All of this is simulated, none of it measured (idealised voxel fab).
process module | voxel wiring stack
cross-section cut | 220 nm wide | cells 5 nm
A cross-section is a grid of square cells, given in bands from the top down. A band is one or more rows of cells.
Each band's line starts with the height of the band's top and of its bottom, in nm. Then come its materials from left to right, each with its width in nm. One material with "throughout" fills the band from edge to edge. "air" is empty space.
Height 0 is the level under which the wafer as received is all one material. The lowest band goes on downwards, as in "0 down".
A width such as "30 to 40" changes by the same amount from each row of cells to the next, from the band's top row to its bottom row.
"no change" after a step means that no cell of the cross-section changed.
closed voids: empty space of 8 cells or more with no open way to the top, each as width x height at its distance from the left edge, in nm
after a step's settings: what the simulator itself notes on the step
overlay nm, on a step with a mask: how far to the right of its planned place the mask lay; to the left if negative
plan
1 op RECEIVE | material Si
2 op CONFORMAL_DEP | material SiO2 | thk nm 15
3 op CONFORMAL_DEP | material SiN | thk nm 5
4 op DIRECTIONAL_DEP | material SiO2 | thk nm 25
5 op PATTERN | tone open | mask id METAL_1 | material resist | width nm 25 | pitch nm 50 | thk nm 20 | overlay nm 0
6 op DIRECTIONAL_ETCH | etch materials SiO2 | depth nm 25
7 op DIRECTIONAL_ETCH | etch materials SiN | depth nm 5
8 op STRIP | etch materials resist
9 op CONFORMAL_DEP | material TiN | thk nm 5
10 op FILL_DEP | material W | thk nm 5
11 op CMP | height nm 45
12 op CONFORMAL_DEP | material SiCN | thk nm 5
13 op DIRECTIONAL_DEP | material SiO2 | thk nm 10
14 op PATTERN | tone open | mask id PLUG_1 | material resist | width nm 15 | pitch nm 50 | thk nm 20 | overlay nm 0
15 op DIRECTIONAL_ETCH | etch materials SiO2 | depth nm 10
16 op DIRECTIONAL_ETCH | etch materials SiCN | depth nm 5
17 op STRIP | etch materials resist
18 op EPI | material Ru | thk nm 10
19 op EPI | material Ru | thk nm 5
20 op DIRECTIONAL_DEP | material TiN | thk nm 5
21 op DIRECTIONAL_DEP | material Ru | thk nm 25
22 op PATTERN | tone cover | mask id METAL_2 | material resist | width nm 25 | pitch nm 50 | thk nm 15 | overlay nm 0
23 op DIRECTIONAL_ETCH | etch materials Ru | depth nm 25
24 op DIRECTIONAL_ETCH | etch materials TiN | depth nm 5
25 op STRIP | etch materials resist
26 op FILL_DEP | material SiO2 | thk nm 10
27 op CMP | height nm 90
28 op CONFORMAL_DEP | material SiN | thk nm 5
first wafer, as planned
as received, after step 1
  0 down: Si throughout
  closed voids: none
after step 2
  15 to 0: SiO2 throughout
  below 0: unchanged
after step 3
  20 to 15: SiN throughout
  below 15: unchanged
after step 4
  45 to 20: SiO2 throughout
  below 20: unchanged
after step 5
  65 to 45: resist 70 | air 25 | resist 25 | air 25 | resist 75
  below 45: unchanged
after step 6
  65 to 45: resist 70 | air 25 | resist 25 | air 25 | resist 75
  45 to 20: SiO2 70 | air 25 | SiO2 25 | air 25 | SiO2 75
  below 20: unchanged
after step 7
  65 to 45: resist 70 | air 25 | resist 25 | air 25 | resist 75
  45 to 20: SiO2 70 | air 25 | SiO2 25 | air 25 | SiO2 75
  20 to 15: SiN 70 | air 25 | SiN 25 | air 25 | SiN 75
  below 15: unchanged
after step 8
  45 to 20: SiO2 70 | air 25 | SiO2 25 | air 25 | SiO2 75
  below 20: unchanged
after step 9
  50 to 45: TiN 75 | air 15 | TiN 35 | air 15 | TiN 80
  45 to 20: SiO2 70 | TiN 5 | air 15 | TiN 5 | SiO2 25 | TiN 5 | air 15 | TiN 5 | SiO2 75
  20 to 15: SiN 70 | TiN 25 | SiN 25 | TiN 25 | SiN 75
  below 15: unchanged
after step 10
  55 to 50: W throughout
  50 to 45: TiN 75 | W 15 | TiN 35 | W 15 | TiN 80
  45 to 20: SiO2 70 | TiN 5 | W 15 | TiN 5 | SiO2 25 | TiN 5 | W 15 | TiN 5 | SiO2 75
  below 20: unchanged
after step 11
  45 to 20: SiO2 70 | TiN 5 | W 15 | TiN 5 | SiO2 25 | TiN 5 | W 15 | TiN 5 | SiO2 75
  below 20: unchanged
after step 12
  50 to 45: SiCN throughout
  below 45: unchanged
after step 13
  60 to 50: SiO2 throughout
  below 50: unchanged
after step 14
  80 to 60: resist 70 | air 15 | resist 35 | air 15 | resist 85
  below 60: unchanged
after step 15
  80 to 60: resist 70 | air 15 | resist 35 | air 15 | resist 85
  60 to 50: SiO2 70 | air 15 | SiO2 35 | air 15 | SiO2 85
  below 50: unchanged
after step 16
  80 to 60: resist 70 | air 15 | resist 35 | air 15 | resist 85
  60 to 50: SiO2 70 | air 15 | SiO2 35 | air 15 | SiO2 85
  50 to 45: SiCN 70 | air 15 | SiCN 35 | air 15 | SiCN 85
  below 45: unchanged
after step 17
  60 to 50: SiO2 70 | air 15 | SiO2 35 | air 15 | SiO2 85
  below 50: unchanged
after step 18
  60 to 55: SiO2 70 | air 15 | SiO2 35 | air 15 | SiO2 85
  55 to 50: SiO2 70 | Ru 15 | SiO2 35 | Ru 15 | SiO2 85
  50 to 45: SiCN 70 | Ru 15 | SiCN 35 | Ru 15 | SiCN 85
  below 45: unchanged
after step 19
  60 to 50: SiO2 70 | Ru 15 | SiO2 35 | Ru 15 | SiO2 85
  below 50: unchanged
after step 20
  65 to 60: TiN throughout
  below 60: unchanged
after step 21
  90 to 65: Ru throughout
  below 65: unchanged
after step 22
  105 to 90: air 70 | resist 25 | air 25 | resist 25 | air 75
  below 90: unchanged
after step 23
  105 to 90: air 70 | resist 25 | air 25 | resist 25 | air 75
  90 to 65: air 70 | Ru 25 | air 25 | Ru 25 | air 75
  below 65: unchanged
after step 24
  105 to 90: air 70 | resist 25 | air 25 | resist 25 | air 75
  90 to 65: air 70 | Ru 25 | air 25 | Ru 25 | air 75
  65 to 60: air 70 | TiN 25 | air 25 | TiN 25 | air 75
  below 60: unchanged
after step 25
  90 to 65: air 70 | Ru 25 | air 25 | Ru 25 | air 75
  below 65: unchanged
after step 26
  100 to 90: SiO2 throughout
  90 to 65: SiO2 70 | Ru 25 | SiO2 25 | Ru 25 | SiO2 75
  65 to 60: SiO2 70 | TiN 25 | SiO2 25 | TiN 25 | SiO2 75
  below 60: unchanged
after step 27
  90 to 65: SiO2 70 | Ru 25 | SiO2 25 | Ru 25 | SiO2 75
  below 65: unchanged
after step 28
  95 to 90: SiN throughout
  below 90: unchanged
second wafer: like start, like plan, one mistake. Through step 1 it matches the first wafer
when step 2 should have ended
  5 to 0: SiN throughout
  below 0: unchanged
when step 3 should have ended
  20 to 5: SiO2 throughout
  below 5: unchanged
when step 4 should have ended
  45 to 5: SiO2 throughout
  below 5: unchanged
when step 5 should have ended
  65 to 45: resist 70 | air 25 | resist 25 | air 25 | resist 75
  below 45: unchanged
when step 6 should have ended
  65 to 45: resist 70 | air 25 | resist 25 | air 25 | resist 75
  45 to 20: SiO2 70 | air 25 | SiO2 25 | air 25 | SiO2 75
  below 20: unchanged
when step 7 should have ended: no change
when step 8 should have ended
  45 to 20: SiO2 70 | air 25 | SiO2 25 | air 25 | SiO2 75
  below 20: unchanged
when step 9 should have ended
  50 to 45: TiN 75 | air 15 | TiN 35 | air 15 | TiN 80
  45 to 25: SiO2 70 | TiN 5 | air 15 | TiN 5 | SiO2 25 | TiN 5 | air 15 | TiN 5 | SiO2 75
  25 to 20: SiO2 70 | TiN 25 | SiO2 25 | TiN 25 | SiO2 75
  below 20: unchanged
when step 10 should have ended
  55 to 50: W throughout
  50 to 45: TiN 75 | W 15 | TiN 35 | W 15 | TiN 80
  45 to 25: SiO2 70 | TiN 5 | W 15 | TiN 5 | SiO2 25 | TiN 5 | W 15 | TiN 5 | SiO2 75
  below 25: unchanged
when step 11 should have ended
  45 to 25: SiO2 70 | TiN 5 | W 15 | TiN 5 | SiO2 25 | TiN 5 | W 15 | TiN 5 | SiO2 75
  below 25: unchanged
when step 12 should have ended
  50 to 45: SiCN throughout
  below 45: unchanged
when step 13 should have ended
  60 to 50: SiO2 throughout
  below 50: unchanged
when step 14 should have ended
  80 to 60: resist 70 | air 15 | resist 35 | air 15 | resist 85
  below 60: unchanged
when step 15 should have ended
  80 to 60: resist 70 | air 15 | resist 35 | air 15 | resist 85
  60 to 50: SiO2 70 | air 15 | SiO2 35 | air 15 | SiO2 85
  below 50: unchanged
when step 16 should have ended
  80 to 60: resist 70 | air 15 | resist 35 | air 15 | resist 85
  60 to 50: SiO2 70 | air 15 | SiO2 35 | air 15 | SiO2 85
  50 to 45: SiCN 70 | air 15 | SiCN 35 | air 15 | SiCN 85
  below 45: unchanged
when step 17 should have ended
  60 to 50: SiO2 70 | air 15 | SiO2 35 | air 15 | SiO2 85
  below 50: unchanged
when step 18 should have ended
  60 to 55: SiO2 70 | air 15 | SiO2 35 | air 15 | SiO2 85
  55 to 50: SiO2 70 | Ru 15 | SiO2 35 | Ru 15 | SiO2 85
  50 to 45: SiCN 70 | Ru 15 | SiCN 35 | Ru 15 | SiCN 85
  below 45: unchanged
when step 19 should have ended
  60 to 50: SiO2 70 | Ru 15 | SiO2 35 | Ru 15 | SiO2 85
  below 50: unchanged
when step 20 should have ended
  65 to 60: TiN throughout
  below 60: unchanged
when step 21 should have ended
  90 to 65: Ru throughout
  below 65: unchanged
when step 22 should have ended
  105 to 90: air 70 | resist 25 | air 25 | resist 25 | air 75
  below 90: unchanged
when step 23 should have ended
  105 to 90: air 70 | resist 25 | air 25 | resist 25 | air 75
  90 to 65: air 70 | Ru 25 | air 25 | Ru 25 | air 75
  below 65: unchanged
when step 24 should have ended
  105 to 90: air 70 | resist 25 | air 25 | resist 25 | air 75
  90 to 65: air 70 | Ru 25 | air 25 | Ru 25 | air 75
  65 to 60: air 70 | TiN 25 | air 25 | TiN 25 | air 75
  below 60: unchanged
when step 25 should have ended
  90 to 65: air 70 | Ru 25 | air 25 | Ru 25 | air 75
  below 65: unchanged
when step 26 should have ended
  100 to 90: SiO2 throughout
  90 to 65: SiO2 70 | Ru 25 | SiO2 25 | Ru 25 | SiO2 75
  65 to 60: SiO2 70 | TiN 25 | SiO2 25 | TiN 25 | SiO2 75
  below 60: unchanged
when step 27 should have ended
  90 to 65: SiO2 70 | Ru 25 | SiO2 25 | Ru 25 | SiO2 75
  below 65: unchanged
when step 28 should have ended
  95 to 90: SiN throughout
  below 90: unchanged
what went wrong: steps 2 and 3 were swapped
at the end the second wafer has, in cells: 10 more of SiN | 4 fewer of TiN | 6 fewer of W
